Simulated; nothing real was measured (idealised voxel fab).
process module | voxel wiring stack
cross-section cut | 250 nm wide | cells 5 nm
A cross-section is a grid of square cells, given in bands from the top down. A band is one or more rows of cells.
Each band's line starts with the height of the band's top and of its bottom, in nm. Then come its materials from left to right, each with its width in nm. One material with "throughout" fills the band from edge to edge. "air" is empty space.
Height 0 is the level under which the wafer as received is all one material. The lowest band goes on downwards, as in "0 down".
A width such as "30 to 40" changes by the same amount from each row of cells to the next, from the band's top row to its bottom row.
"no change" after a step means that no cell of the cross-section changed.
closed voids: empty space of 8 cells or more with no open way to the top, each as width x height at its distance from the left edge, in nm
after a step's settings: what the simulator itself notes on the step
overlay nm, on a step with a mask: how far to the right of its planned place the mask lay; to the left if negative
plan
1 op RECEIVE | material Si
2 op CONFORMAL_DEP | material SiO2 | thk nm 10
3 op CONFORMAL_DEP | material SiN | thk nm 5
4 op DIRECTIONAL_DEP | material SiO2 | thk nm 15
5 op MASKED_ETCH | tone open | mask id METAL_1 | width nm 25 | pitch nm 50 | etch materials SiO2 | depth nm 15 | overlay nm 0
6 op MASKED_ETCH | tone open | mask id METAL_1 | width nm 25 | pitch nm 50 | etch materials SiN | depth nm 5 | overlay nm 0
7 op CONFORMAL_DEP | material TiN | thk nm 5
8 op FILL_DEP | material Cu | thk nm 10
9 op CMP | height nm 30
10 op EPI | material Ru | thk nm 5
11 op FILL_DEP | material SiCN | thk nm 5
12 op DIRECTIONAL_DEP | material lowk | thk nm 15
13 op MASKED_ETCH | tone open | mask id PLUG_1 | width nm 15 | pitch nm 50 | etch materials lowk | depth nm 15 | overlay nm 0
14 op MASKED_ETCH | tone open | mask id PLUG_1 | width nm 15 | pitch nm 50 | etch materials SiCN | depth nm 5 | overlay nm 0
15 op EPI | material Ru | thk nm 10
16 op EPI | material Ru | thk nm 10
17 op CONFORMAL_DEP | material SiN | thk nm 5
18 op DIRECTIONAL_DEP | material SiO2 | thk nm 25
19 op PATTERN | tone open | mask id METAL_2 | material resist | width nm 25 | pitch nm 50 | thk nm 20 | overlay nm 0
20 op DIRECTIONAL_ETCH | etch materials SiO2 | depth nm 25
21 op DIRECTIONAL_ETCH | etch materials SiN | depth nm 5
22 op STRIP | etch materials resist
23 op CONFORMAL_DEP | material TiN | thk nm 5
24 op FILL_DEP | material Cu | thk nm 5
25 op CMP | height nm 85
26 op CONFORMAL_DEP | material SiN | thk nm 5
as received, after step 1
  0 down: Si throughout
  closed voids: none
first wafer at the end, as planned
  90 to 85: SiN throughout
  85 to 60: SiO2 85 | TiN 5 | Cu 15 | TiN 5 | SiO2 25 | TiN 5 | Cu 15 | TiN 5 | SiO2 90
  60 to 55: SiN 85 | TiN 25 | SiN 25 | TiN 25 | SiN 90
  55 to 40: lowk 85 | Ru 15 | lowk 35 | Ru 15 | lowk 100
  40 to 30: SiCN 85 to 80 | Ru 15 to 35 | SiCN 35 to 15 | Ru 15 to 35 | SiCN 100 to 85
  30 to 15: SiO2 85 | TiN 5 | Cu 15 | TiN 5 | SiO2 25 | TiN 5 | Cu 15 | TiN 5 | SiO2 90
  15 to 10: SiN 85 | TiN 25 | SiN 25 | TiN 25 | SiN 90
  10 to 0: SiO2 throughout
  0 down: Si throughout
  closed voids: none
second wafer at the end: like start, like plan, one mistake
  90 to 85: SiN throughout
  85 to 60: SiO2 85 | TiN 5 | Cu 15 | TiN 5 | SiO2 25 | TiN 5 | Cu 15 | TiN 5 | SiO2 90
  60 to 55: SiN 85 | TiN 25 | SiN 25 | TiN 25 | SiN 90
  55 to 40: lowk 85 | Ru 15 | lowk 35 | Ru 15 | lowk 100
  40 to 35: SiCN 85 | Ru 15 | SiCN 35 | Ru 15 | SiCN 100
  35 to 30: Ru 90 | SiCN 15 | Ru 35 | SiCN 15 | Ru 95
  30 to 20: Cu 80 | TiN 5 | SiO2 25 | TiN 5 | Cu 15 | TiN 5 | SiO2 25 | TiN 5 | Cu 85
  20 to 15: TiN 85 | SiO2 25 | TiN 25 | SiO2 25 | TiN 90
  15 to 10: SiN throughout
  10 to 0: SiO2 throughout
  0 down: Si throughout
  closed voids: none
what went wrong: step 5 ran as: op MASKED_ETCH | tone cover | mask id METAL_1 | width nm 25 | pitch nm 50 | etch materials SiO2 | depth nm 15 | overlay nm 0
at the end the second wafer has, in cells: 54 more of Cu | 30 more of Ru | 30 fewer of SiCN | 10 more of SiN | 90 fewer of SiO2 | 26 more of TiN
